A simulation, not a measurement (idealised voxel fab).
A process module follows: voxel self aligned vias.
Xsec cut, 250 nm wide, square cell size 5 nm.
Format of a cross-section: grid, square cells. Given as bands. Order: top down. Band: one or more rows of cells. What a band's entry tells you: where the top is and where the bottom is, as heights in nm, and after that what lies inside, material by material from left to right, each with its width in nm. Empty space is written as the word "blank", and a single material marked with the word "all across" occupies the band from edge to edge. The reference from which all heights are counted is 0, the level beneath which the as-received wafer is entirely one material; the lowest band, having no lower bound, proceeds downward and is written after the example "top 0, no bottom". A two-number width, for instance "30 to 40", indicates that the width is equal to the first number in the top row of the band and to the second number in the bottom row, and that it changes by a constant amount per row of cells. Take "no alteration" at face value: in the step it is given for, the cross-section changed in none of its cells. Listed in "Fully closed voids": every empty space of 8 or more cells without an open way to the top. Form: width x height at distance, the distance being from the left edge, all in nm. The remark found on a step's line after its settings is issued by the simulator itself and pertains to that step. Among the settings permitted on a step's line is "overlay nm"; applied to a step with a mask, it specifies the extent to which the mask lay to the right of its planned position, whereas a negative figure signifies a position to the left.
The following list gives the planned process steps:
1 RECEIVE,material Si
2 CONFORMAL_DEP,material SiO2,thk nm 10
3 CONFORMAL_DEP,material SiCN,thk nm 5
4 DIRECTIONAL_DEP,material SiO2,thk nm 20
5 PATTERN,tone open,mask id LINES,material resist,width nm 30,pitch nm 55,thk nm 15,overlay nm 0
6 DIRECTIONAL_ETCH,etch materials SiO2,depth nm 20
7 STRIP,etch materials resist
8 CONFORMAL_DEP,material TiN,thk nm 5
9 FILL_DEP,material Ru,thk nm 5
10 CMP,height nm 35
11 SELECTIVE_ETCH,etch materials W Ru TiN,depth nm 5
12 FILL_DEP,material SiN,thk nm 10
13 CMP,height nm 35
14 DIRECTIONAL_DEP,material SiO2,thk nm 20
15 MASKED_ETCH,tone open,mask id VIAS,width nm 40,pitch nm 55,etch materials SiO2,depth nm 20,overlay nm 0
16 MASKED_ETCH,tone open,mask id VIAS,width nm 40,pitch nm 55,etch materials SiN,depth nm 5,overlay nm 0
17 CONFORMAL_DEP,material TiN,thk nm 5
18 FILL_DEP,material Ru,thk nm 10
19 CMP,height nm 55
20 CONFORMAL_DEP,material SiCN,thk nm 5
First of two wafers, with the run carried out as planned:
Received-state cross-section, reflecting completion of step 1:
	top 0, no bottom  Si all across
	Fully closed voids: none
The wafer, seen in cross-section, after step 2:
	top 10, bottom 0  SiO2 all across
	Whatever lies below 0 is exactly as it was before.
The wafer, seen in cross-section, after step 3:
	top 15, bottom 10  SiCN all across
	Whatever lies below 10 is exactly as it was before.
The wafer, seen in cross-section, after step 4:
	top 35, bottom 15  SiO2 all across
	Whatever lies below 15 is exactly as it was before.
The wafer, seen in cross-section, after step 5:
	top 50, bottom 35  resist 55 / blank 30 / resist 25 / blank 30 / resist 25 / blank 30 / resist 55
	Whatever lies below 35 is exactly as it was before.
The wafer, seen in cross-section, after step 6:
	top 50, bottom 35  resist 55 / blank 30 / resist 25 / blank 30 / resist 25 / blank 30 / resist 55
	top 35, bottom 15  SiO2 55 / blank 30 / SiO2 25 / blank 30 / SiO2 25 / blank 30 / SiO2 55
	Whatever lies below 15 is exactly as it was before.
The wafer, seen in cross-section, after step 7:
	top 35, bottom 15  SiO2 55 / blank 30 / SiO2 25 / blank 30 / SiO2 25 / blank 30 / SiO2 55
	Whatever lies below 15 is exactly as it was before.
The wafer, seen in cross-section, after step 8:
	top 40, bottom 35  TiN 60 / blank 20 / TiN 35 / blank 20 / TiN 35 / blank 20 / TiN 60
	top 35, bottom 20  SiO2 55 / TiN 5 / blank 20 / TiN 5 / SiO2 25 / TiN 5 / blank 20 / TiN 5 / SiO2 25 / TiN 5 / blank 20 / TiN 5 / SiO2 55
	top 20, bottom 15  SiO2 55 / TiN 30 / SiO2 25 / TiN 30 / SiO2 25 / TiN 30 / SiO2 55
	Whatever lies below 15 is exactly as it was before.
The wafer, seen in cross-section, after step 9:
	top 45, bottom 40  Ru all across
	top 40, bottom 35  TiN 60 / Ru 20 / TiN 35 / Ru 20 / TiN 35 / Ru 20 / TiN 60
	top 35, bottom 20  SiO2 55 / TiN 5 / Ru 20 / TiN 5 / SiO2 25 / TiN 5 / Ru 20 / TiN 5 / SiO2 25 / TiN 5 / Ru 20 / TiN 5 / SiO2 55
	Whatever lies below 20 is exactly as it was before.
The wafer, seen in cross-section, after step 10:
	top 35, bottom 20  SiO2 55 / TiN 5 / Ru 20 / TiN 5 / SiO2 25 / TiN 5 / Ru 20 / TiN 5 / SiO2 25 / TiN 5 / Ru 20 / TiN 5 / SiO2 55
	Whatever lies below 20 is exactly as it was before.
The wafer, seen in cross-section, after step 11:
	top 35, bottom 30  SiO2 55 / blank 30 / SiO2 25 / blank 30 / SiO2 25 / blank 30 / SiO2 55
	Whatever lies below 30 is exactly as it was before.
The wafer, seen in cross-section, after step 12:
	top 45, bottom 35  SiN all across
	top 35, bottom 30  SiO2 55 / SiN 30 / SiO2 25 / SiN 30 / SiO2 25 / SiN 30 / SiO2 55
	Whatever lies below 30 is exactly as it was before.
The wafer, seen in cross-section, after step 13:
	top 35, bottom 30  SiO2 55 / SiN 30 / SiO2 25 / SiN 30 / SiO2 25 / SiN 30 / SiO2 55
	Whatever lies below 30 is exactly as it was before.
The wafer, seen in cross-section, after step 14:
	top 55, bottom 35  SiO2 all across
	Whatever lies below 35 is exactly as it was before.
The wafer, seen in cross-section, after step 15:
	top 55, bottom 35  SiO2 50 / blank 40 / SiO2 15 / blank 40 / SiO2 15 / blank 40 / SiO2 50
	Whatever lies below 35 is exactly as it was before.
The wafer, seen in cross-section, after step 16:
	top 55, bottom 35  SiO2 50 / blank 40 / SiO2 15 / blank 40 / SiO2 15 / blank 40 / SiO2 50
	top 35, bottom 30  SiO2 55 / blank 30 / SiO2 25 / blank 30 / SiO2 25 / blank 30 / SiO2 55
	Whatever lies below 30 is exactly as it was before.
The wafer, seen in cross-section, after step 17:
	top 60, bottom 55  TiN 55 / blank 30 / TiN 25 / blank 30 / TiN 25 / blank 30 / TiN 55
	top 55, bottom 40  SiO2 50 / TiN 5 / blank 30 / TiN 5 / SiO2 15 / TiN 5 / blank 30 / TiN 5 / SiO2 15 / TiN 5 / blank 30 / TiN 5 / SiO2 50
	top 40, bottom 35  SiO2 50 / TiN 10 / blank 20 / TiN 10 / SiO2 15 / TiN 10 / blank 20 / TiN 10 / SiO2 15 / TiN 10 / blank 20 / TiN 10 / SiO2 50
	top 35, bottom 30  SiO2 55 / TiN 30 / SiO2 25 / TiN 30 / SiO2 25 / TiN 30 / SiO2 55
	Whatever lies below 30 is exactly as it was before.
The wafer, seen in cross-section, after step 18:
	top 70, bottom 60  Ru all across
	top 60, bottom 55  TiN 55 / Ru 30 / TiN 25 / Ru 30 / TiN 25 / Ru 30 / TiN 55
	top 55, bottom 40  SiO2 50 / TiN 5 / Ru 30 / TiN 5 / SiO2 15 / TiN 5 / Ru 30 / TiN 5 / SiO2 15 / TiN 5 / Ru 30 / TiN 5 / SiO2 50
	top 40, bottom 35  SiO2 50 / TiN 10 / Ru 20 / TiN 10 / SiO2 15 / TiN 10 / Ru 20 / TiN 10 / SiO2 15 / TiN 10 / Ru 20 / TiN 10 / SiO2 50
	Whatever lies below 35 is exactly as it was before.
The wafer, seen in cross-section, after step 19:
	top 55, bottom 40  SiO2 50 / TiN 5 / Ru 30 / TiN 5 / SiO2 15 / TiN 5 / Ru 30 / TiN 5 / SiO2 15 / TiN 5 / Ru 30 / TiN 5 / SiO2 50
	Whatever lies below 40 is exactly as it was before.
The wafer, seen in cross-section, after step 20:
	top 60, bottom 55  SiCN all across
	Whatever lies below 55 is exactly as it was before.
Second wafer. Start and plan as for the first. One mistake made in running. Agrees with the first up to and including step 4:
Cross-section of the second wafer at the time step 5 of the plan should have ended:
	top 50, bottom 35  resist 45 / blank 30 / resist 25 / blank 30 / resist 25 / blank 30 / resist 65
	Whatever lies below 35 is exactly as it was before.
Cross-section of the second wafer at the time step 6 of the plan should have ended:
	top 50, bottom 35  resist 45 / blank 30 / resist 25 / blank 30 / resist 25 / blank 30 / resist 65
	top 35, bottom 15  SiO2 45 / blank 30 / SiO2 25 / blank 30 / SiO2 25 / blank 30 / SiO2 65
	Whatever lies below 15 is exactly as it was before.
Cross-section of the second wafer at the time step 7 of the plan should have ended:
	top 35, bottom 15  SiO2 45 / blank 30 / SiO2 25 / blank 30 / SiO2 25 / blank 30 / SiO2 65
	Whatever lies below 15 is exactly as it was before.
Cross-section of the second wafer at the time step 8 of the plan should have ended:
	top 40, bottom 35  TiN 50 / blank 20 / TiN 35 / blank 20 / TiN 35 / blank 20 / TiN 70
	top 35, bottom 20  SiO2 45 / TiN 5 / blank 20 / TiN 5 / SiO2 25 / TiN 5 / blank 20 / TiN 5 / SiO2 25 / TiN 5 / blank 20 / TiN 5 / SiO2 65
	top 20, bottom 15  SiO2 45 / TiN 30 / SiO2 25 / TiN 30 / SiO2 25 / TiN 30 / SiO2 65
	Whatever lies below 15 is exactly as it was before.
Cross-section of the second wafer at the time step 9 of the plan should have ended:
	top 45, bottom 40  Ru all across
	top 40, bottom 35  TiN 50 / Ru 20 / TiN 35 / Ru 20 / TiN 35 / Ru 20 / TiN 70
	top 35, bottom 20  SiO2 45 / TiN 5 / Ru 20 / TiN 5 / SiO2 25 / TiN 5 / Ru 20 / TiN 5 / SiO2 25 / TiN 5 / Ru 20 / TiN 5 / SiO2 65
	Whatever lies below 20 is exactly as it was before.
Cross-section of the second wafer at the time step 10 of the plan should have ended:
	top 35, bottom 20  SiO2 45 / TiN 5 / Ru 20 / TiN 5 / SiO2 25 / TiN 5 / Ru 20 / TiN 5 / SiO2 25 / TiN 5 / Ru 20 / TiN 5 / SiO2 65
	Whatever lies below 20 is exactly as it was before.
Cross-section of the second wafer at the time step 11 of the plan should have ended:
	top 35, bottom 30  SiO2 45 / blank 30 / SiO2 25 / blank 30 / SiO2 25 / blank 30 / SiO2 65
	Whatever lies below 30 is exactly as it was before.
Cross-section of the second wafer at the time step 12 of the plan should have ended:
	top 45, bottom 35  SiN all across
	top 35, bottom 30  SiO2 45 / SiN 30 / SiO2 25 / SiN 30 / SiO2 25 / SiN 30 / SiO2 65
	Whatever lies below 30 is exactly as it was before.
Cross-section of the second wafer at the time step 13 of the plan should have ended:
	top 35, bottom 30  SiO2 45 / SiN 30 / SiO2 25 / SiN 30 / SiO2 25 / SiN 30 / SiO2 65
	Whatever lies below 30 is exactly as it was before.
Cross-section of the second wafer at the time step 14 of the plan should have ended:
	top 55, bottom 35  SiO2 all across
	Whatever lies below 35 is exactly as it was before.
Cross-section of the second wafer at the time step 15 of the plan should have ended:
	top 55, bottom 35  SiO2 50 / blank 40 / SiO2 15 / blank 40 / SiO2 15 / blank 40 / SiO2 50
	Whatever lies below 35 is exactly as it was before.
Cross-section of the second wafer at the time step 16 of the plan should have ended:
	top 55, bottom 35  SiO2 50 / blank 40 / SiO2 15 / blank 40 / SiO2 15 / blank 40 / SiO2 50
	top 35, bottom 30  SiO2 45 / SiN 5 / blank 25 / SiO2 25 / SiN 5 / blank 25 / SiO2 25 / SiN 5 / blank 25 / SiO2 65
	Whatever lies below 30 is exactly as it was before.
Cross-section of the second wafer at the time step 17 of the plan should have ended:
	top 60, bottom 55  TiN 55 / blank 30 / TiN 25 / blank 30 / TiN 25 / blank 30 / TiN 55
	top 55, bottom 40  SiO2 50 / TiN 5 / blank 30 / TiN 5 / SiO2 15 / TiN 5 / blank 30 / TiN 5 / SiO2 15 / TiN 5 / blank 30 / TiN 5 / SiO2 50
	top 40, bottom 35  SiO2 50 / TiN 5 / blank 15 / TiN 20 / SiO2 15 / TiN 5 / blank 15 / TiN 20 / SiO2 15 / TiN 5 / blank 15 / TiN 20 / SiO2 50
	top 35, bottom 30  SiO2 45 / SiN 5 / TiN 25 / SiO2 25 / SiN 5 / TiN 25 / SiO2 25 / SiN 5 / TiN 25 / SiO2 65
	Whatever lies below 30 is exactly as it was before.
Cross-section of the second wafer at the time step 18 of the plan should have ended:
	top 70, bottom 60  Ru all across
	top 60, bottom 55  TiN 55 / Ru 30 / TiN 25 / Ru 30 / TiN 25 / Ru 30 / TiN 55
	top 55, bottom 40  SiO2 50 / TiN 5 / Ru 30 / TiN 5 / SiO2 15 / TiN 5 / Ru 30 / TiN 5 / SiO2 15 / TiN 5 / Ru 30 / TiN 5 / SiO2 50
	top 40, bottom 35  SiO2 50 / TiN 5 / Ru 15 / TiN 20 / SiO2 15 / TiN 5 / Ru 15 / TiN 20 / SiO2 15 / TiN 5 / Ru 15 / TiN 20 / SiO2 50
	Whatever lies below 35 is exactly as it was before.
Cross-section of the second wafer at the time step 19 of the plan should have ended:
	top 55, bottom 40  SiO2 50 / TiN 5 / Ru 30 / TiN 5 / SiO2 15 / TiN 5 / Ru 30 / TiN 5 / SiO2 15 / TiN 5 / Ru 30 / TiN 5 / SiO2 50
	Whatever lies below 40 is exactly as it was before.
Cross-section of the second wafer at the time step 20 of the plan should have ended:
	top 60, bottom 55  SiCN all across
	Whatever lies below 55 is exactly as it was before.
What broke from the plan during processing? for step 5, the planned setting was not used; the step was instead run as PATTERN,tone open,mask id LINES,material resist,width nm 30,pitch nm 55,thk nm 15,overlay nm -10
In the final state, the cell counts of the second wafer exceed or fall short of those of the first for the following materials: -3 Ru | +3 SiN
